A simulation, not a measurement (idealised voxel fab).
process module | voxel wiring stack
Square cells of 5 nm make up the cross-section cut, whose width is 190 nm.
Just so we're on the same page, the cross-sections are grids of square cells, and they're listed out in bands top to bottom, each band one or more rows deep. Read a band's entry like this: the first values are the height of its top and the height of its bottom in nm, and what follows is the sequence of materials from left to right, each with its width in nm. Note that "blank" is empty space, and that a single material marked "full width" reaches across the band from edge to edge. All heights in this document are referenced to 0, defined as the level beneath which the wafer, as received, consists entirely of one material. The lowest band is not bounded below; it extends indefinitely downward and is written in the form "0 nm and below". The width entry "30 to 40" should be interpreted row by row: the top row of cells in the band takes the first number, the bottom row takes the second number, and the change between adjacent rows is uniform throughout. Given "nothing different" for a step, no cell of the cross-section differs between before and after that step. Reported under the label "Closed void table" are the empty spaces having no open way to the top and comprising 8 cells or more; the notation for each is width x height at distance, in which the distance is measured from the left edge and all three values are in nm. Read whatever lies past the settings on a step's line as the simulator's own remark about the step. "overlay nm", when on a step's line for a step with a mask, measures how far to the right of its planned place the mask lay; a negative measure means to the left.

**The following list gives the planned process steps**
| 1 | RECEIVE, material Si |
| 2 | CONFORMAL_DEP, material SiO2, thk nm 10 |
| 3 | CONFORMAL_DEP, material SiCN, thk nm 5 |
| 4 | DIRECTIONAL_DEP, material SiO2, thk nm 20 |
| 5 | DIRECTIONAL_DEP, material aC, thk nm 10 |
| 6 | PATTERN, tone open, mask id METAL_1, material resist, width nm 20, pitch nm 40, thk nm 30, overlay nm 0 |
| 7 | DIRECTIONAL_ETCH, etch materials aC, depth nm 10 |
| 8 | STRIP, etch materials resist |
| 9 | DIRECTIONAL_ETCH, etch materials SiO2, depth nm 20 |
| 10 | DIRECTIONAL_ETCH, etch materials SiCN, depth nm 5 |
| 11 | STRIP, etch materials aC |
| 12 | CONFORMAL_DEP, material TiN, thk nm 5 |
| 13 | FILL_DEP, material Cu, thk nm 5 |
| 14 | CMP, height nm 35 |
| 15 | CONFORMAL_DEP, material SiCN, thk nm 5 |
| 16 | DIRECTIONAL_DEP, material SiO2, thk nm 30 |
| 17 | DIRECTIONAL_DEP, material aC, thk nm 10 |
| 18 | PATTERN, tone open, mask id METAL_2, material resist, width nm 20, pitch nm 40, thk nm 30, overlay nm 0 |
| 19 | DIRECTIONAL_ETCH, etch materials aC, depth nm 10 |
| 20 | STRIP, etch materials resist |
| 21 | DIRECTIONAL_ETCH, etch materials SiO2, depth nm 15 |
| 22 | STRIP, etch materials aC |
| 23 | PATTERN, tone open, mask id METAL_2_HOLES, material resist, width nm 15, pitch nm 80, thk nm 20, overlay nm 0 |
| 24 | DIRECTIONAL_ETCH, etch materials SiO2, depth nm 15 |
| 25 | DIRECTIONAL_ETCH, etch materials SiCN, depth nm 5 |
| 26 | STRIP, etch materials resist |
| 27 | CONFORMAL_DEP, material TiN, thk nm 5 |
| 28 | FILL_DEP, material Ru, thk nm 10 |
| 29 | CMP, height nm 70 |
| 30 | CONFORMAL_DEP, material SiN, thk nm 5 |

**Incoming wafer, cross-sectional view, post step 1**
- 0 nm and below: Si full width
- Closed void table: none

**Cross-sectional image of the first of two wafers at the end of the module, the run having proceeded as planned**
- 75 nm to 70 nm: SiN full width
- 70 nm to 60 nm: SiO2=25, TiN=5, Ru=10, TiN=5, SiO2=20, TiN=5, Ru=10, TiN=5, SiO2=20, TiN=5, Ru=10, TiN=5, SiO2=20, TiN=5, Ru=10, TiN=5, SiO2=25
- 60 nm to 55 nm: SiO2=25, TiN=5, Ru=5, TiN=10, SiO2=20, TiN=20, SiO2=20, TiN=5, Ru=5, TiN=10, SiO2=20, TiN=20, SiO2=25
- 55 nm to 40 nm: SiO2=25, TiN=5, Ru=5, TiN=5, SiO2=65, TiN=5, Ru=5, TiN=5, SiO2=70
- 40 nm to 35 nm: SiCN=25, TiN=15, SiCN=65, TiN=15, SiCN=70
- 35 nm to 15 nm: SiO2=25, TiN=5, Cu=10, TiN=5, SiO2=20, TiN=5, Cu=10, TiN=5, SiO2=20, TiN=5, Cu=10, TiN=5, SiO2=20, TiN=5, Cu=10, TiN=5, SiO2=25
- 15 nm to 10 nm: SiCN=25, TiN=20, SiCN=20, TiN=20, SiCN=20, TiN=20, SiCN=20, TiN=20, SiCN=25
- 10 nm to 0 nm: SiO2 full width
- 0 nm and below: Si full width
- Closed void table: none

**Cross-section, second wafer: same start as the first, same plan as the first, one mistake in running it; taken at the end of the module**
- 75 nm to 70 nm: SiN full width
- 70 nm to 65 nm: TiN=30, Ru=10, TiN=30, Ru=10, TiN=30, Ru=10, TiN=30, Ru=10, TiN=30
- 65 nm to 55 nm: SiO2=25, TiN=5, Ru=10, TiN=5, SiO2=20, TiN=5, Ru=10, TiN=5, SiO2=20, TiN=5, Ru=10, TiN=5, SiO2=20, TiN=5, Ru=10, TiN=5, SiO2=25
- 55 nm to 50 nm: SiO2=25, TiN=5, Ru=5, TiN=10, SiO2=20, TiN=20, SiO2=20, TiN=5, Ru=5, TiN=10, SiO2=20, TiN=20, SiO2=25
- 50 nm to 35 nm: SiO2=25, TiN=5, Ru=5, TiN=5, SiO2=65, TiN=5, Ru=5, TiN=5, SiO2=70
- 35 nm to 30 nm: SiCN=25, TiN=15, SiCN=65, TiN=15, SiCN=70
- 30 nm to 15 nm: SiO2=25, TiN=5, Cu=10, TiN=5, SiO2=20, TiN=5, Cu=10, TiN=5, SiO2=20, TiN=5, Cu=10, TiN=5, SiO2=20, TiN=5, Cu=10, TiN=5, SiO2=25
- 15 nm to 10 nm: SiCN=25, TiN=20, SiCN=20, TiN=20, SiCN=20, TiN=20, SiCN=20, TiN=20, SiCN=25
- 10 nm to 0 nm: SiO2 full width
- 0 nm and below: Si full width
- Closed void table: none
The plan and the run diverged here: not per plan at step 14, really ran CMP, height nm 30
at the end the second wafer has, in cells: Cu: 8 fewer; Ru: 8 more; SiO2: 22 fewer; TiN: 22 more
